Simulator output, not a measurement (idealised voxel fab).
process module | voxel fin reveal
cross-section cut | 140 nm wide | cells 5 nm
A cross-section is a grid of square cells, given in bands from the top down. A band is one or more rows of cells.
Each band's line starts with the height of the band's top and of its bottom, in nm. Then come its materials from left to right, each with its width in nm. One material with "throughout" fills the band from edge to edge. "air" is empty space.
Height 0 is the level under which the wafer as received is all one material. The lowest band goes on downwards, as in "0 down".
A width such as "30 to 40" changes by the same amount from each row of cells to the next, from the band's top row to its bottom row.
"no change" after a step means that no cell of the cross-section changed.
closed voids: empty space of 8 cells or more with no open way to the top, each as width x height at its distance from the left edge, in nm
after a step's settings: what the simulator itself notes on the step
overlay nm, on a step with a mask: how far to the right of its planned place the mask lay; to the left if negative
plan
1 op RECEIVE | material Si
2 op CONFORMAL_DEP | material SiN | thk nm 10
3 op MASKED_ETCH | tone cover | mask id FINS | width nm 15 | pitch nm 35 | etch materials SiN | depth nm 10 | overlay nm 0
4 op MASKED_ETCH | tone cover | mask id FINS | width nm 15 | pitch nm 35 | etch materials Si | depth nm 30 | overlay nm 0
5 op FILL_DEP | material SiO2 | thk nm 5
6 op CMP | height nm 10
7 op SELECTIVE_ETCH | etch materials SiO2 | depth nm 25
8 op STRIP | etch materials SiN
first wafer, as planned
as received, after step 1
  0 down: Si throughout
  closed voids: none
after step 2
  10 to 0: SiN throughout
  below 0: unchanged
after step 3
  10 to 0: air 45 | SiN 15 | air 20 | SiN 15 | air 45
  below 0: unchanged
after step 4
  10 to 0: air 45 | SiN 15 | air 20 | SiN 15 | air 45
  0 to -30: air 45 | Si 15 | air 20 | Si 15 | air 45
  below -30: unchanged
after step 5
  15 to 10: SiO2 throughout
  10 to 0: SiO2 45 | SiN 15 | SiO2 20 | SiN 15 | SiO2 45
  0 to -30: SiO2 45 | Si 15 | SiO2 20 | Si 15 | SiO2 45
  below -30: unchanged
after step 6
  10 to 0: SiO2 45 | SiN 15 | SiO2 20 | SiN 15 | SiO2 45
  below 0: unchanged
after step 7
  10 to 0: air 45 | SiN 15 | air 20 | SiN 15 | air 45
  0 to -15: air 45 | Si 15 | air 20 | Si 15 | air 45
  below -15: unchanged
after step 8
  0 to -15: air 45 | Si 15 | air 20 | Si 15 | air 45
  below -15: unchanged
second wafer: like start, like plan, one mistake. Through step 3 it matches the first wafer
when step 4 should have ended
  10 to 0: air 45 | SiN 15 | air 20 | SiN 15 | air 45
  0 to -60: air 45 | Si 15 | air 20 | Si 15 | air 45
  below -60: unchanged
when step 5 should have ended
  15 to 10: SiO2 throughout
  10 to 0: SiO2 45 | SiN 15 | SiO2 20 | SiN 15 | SiO2 45
  0 to -60: SiO2 45 | Si 15 | SiO2 20 | Si 15 | SiO2 45
  below -60: unchanged
when step 6 should have ended
  10 to 0: SiO2 45 | SiN 15 | SiO2 20 | SiN 15 | SiO2 45
  below 0: unchanged
when step 7 should have ended
  10 to 0: air 45 | SiN 15 | air 20 | SiN 15 | air 45
  0 to -15: air 45 | Si 15 | air 20 | Si 15 | air 45
  below -15: unchanged
when step 8 should have ended
  0 to -15: air 45 | Si 15 | air 20 | Si 15 | air 45
  below -15: unchanged
what went wrong: step 4 was run twice
at the end the second wafer has, in cells: 132 fewer of Si | 132 more of SiO2
